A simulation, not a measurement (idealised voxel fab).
This is a process module. Its name is voxel self aligned vias.
In the cross-section labelled cut, the width is 185 nm and each square cell is 5 nm.
Cross-section layout: square cells on a grid; listed as bands, top to bottom; a band spans one or more cell rows.
First you get the band's top height and its bottom height, in nm, and then the materials it's made of, left to right, with each width in nm. If you see a single material with "everywhere", that one covers the band edge to edge. "air" is empty space.
Height reference: 0 = level under which incoming wafer is all one material. Lowest band: no bottom, runs on downward, e.g. "0 -> down".
A width such as "30..40" changes by the same amount from each row of cells to the next, from the band's top row to its bottom row.
Reading "same as before" for a step: not a cell of the cross-section changed in it.
Heads up: "Closed void entries" only lists the empty pockets with no open path to the top that are 8 cells or more, and it writes them as width x height at distance, distance from the left edge, in nm.
Whatever follows a step's settings on its line is a remark the simulator itself makes about that step.
The setting "overlay nm" may be written on the line of a step. When the step uses a mask, the value reports how far to the right of the planned place the mask lay, and a negative value reports that it lay to the left.
The following list gives the planned process steps:
step 1: RECEIVE, material Si
step 2: CONFORMAL_DEP, material SiO2, thk nm 15
step 3: CONFORMAL_DEP, material SiCN, thk nm 5
step 4: DIRECTIONAL_DEP, material SiO2, thk nm 30
step 5: DIRECTIONAL_DEP, material aC, thk nm 10
step 6: PATTERN, tone open, mask id LINES, material resist, width nm 25, pitch nm 50, thk nm 25, overlay nm 0
step 7: DIRECTIONAL_ETCH, etch materials aC, depth nm 10
step 8: STRIP, etch materials resist
step 9: DIRECTIONAL_ETCH, etch materials SiO2, depth nm 30
step 10: STRIP, etch materials aC
step 11: CONFORMAL_DEP, material TiN, thk nm 5
step 12: FILL_DEP, material W, thk nm 5
step 13: CMP, height nm 50
step 14: SELECTIVE_ETCH, etch materials W Ru TiN, depth nm 5
step 15: FILL_DEP, material SiN, thk nm 10
step 16: CMP, height nm 50
step 17: DIRECTIONAL_DEP, material SiO2, thk nm 15
step 18: MASKED_ETCH, tone open, mask id VIAS, width nm 35, etch materials SiO2, depth nm 15, overlay nm 0
step 19: MASKED_ETCH, tone open, mask id VIAS, width nm 35, etch materials SiN, depth nm 5, overlay nm 0
step 20: CONFORMAL_DEP, material TiN, thk nm 5
step 21: FILL_DEP, material Cu, thk nm 10
step 22: CMP, height nm 65
step 23: CONFORMAL_DEP, material SiCN, thk nm 5
Cross-section of the wafer as it came to us, i.e., already through step 1:
  0 -> down: Si everywhere
  Closed void entries: none
Cross-section: first of two wafers, module finished, run according to plan:
  70 -> 65: SiCN everywhere
  65 -> 55: SiO2: 50, then TiN: 5, then Cu: 25, then TiN: 5, then SiO2: 100
  55 -> 50: SiO2: 50, then TiN: 10, then Cu: 15, then TiN: 10, then SiO2: 100
  50 -> 45: SiO2: 55, then TiN: 25, then SiO2: 25, then SiN: 25, then SiO2: 55
  45 -> 25: SiO2: 55, then TiN: 5, then W: 15, then TiN: 5, then SiO2: 25, then TiN: 5, then W: 15, then TiN: 5, then SiO2: 55
  25 -> 20: SiO2: 55, then TiN: 25, then SiO2: 25, then TiN: 25, then SiO2: 55
  20 -> 15: SiCN everywhere
  15 -> 0: SiO2 everywhere
  0 -> down: Si everywhere
  Closed void entries: none
End-of-module cross-section of the second wafer: identical starting point and process plan to the first, with one processing mistake:
  70 -> 65: SiCN everywhere
  65 -> 55: SiO2: 45, then TiN: 5, then Cu: 35, then TiN: 5, then SiO2: 95
  55 -> 50: SiO2: 45, then TiN: 15, then Cu: 15, then TiN: 15, then SiO2: 95
  50 -> 45: SiO2: 55, then TiN: 25, then SiO2: 25, then SiN: 25, then SiO2: 55
  45 -> 25: SiO2: 55, then TiN: 5, then W: 15, then TiN: 5, then SiO2: 25, then TiN: 5, then W: 15, then TiN: 5, then SiO2: 55
  25 -> 20: SiO2: 55, then TiN: 25, then SiO2: 25, then TiN: 25, then SiO2: 55
  20 -> 15: SiCN everywhere
  15 -> 0: SiO2 everywhere
  0 -> down: Si everywhere
  Closed void entries: none
Heads up, the wafer didn't run the way we planned it: the process deviated at step 18: the operation and settings actually run there were MASKED_ETCH, tone open, mask id VIAS, width nm 45, etch materials SiO2, depth nm 15, overlay nm 0
Final difference in cells, second wafer against first, listed per material as more or fewer: Cu +4; SiO2 -6; TiN +2
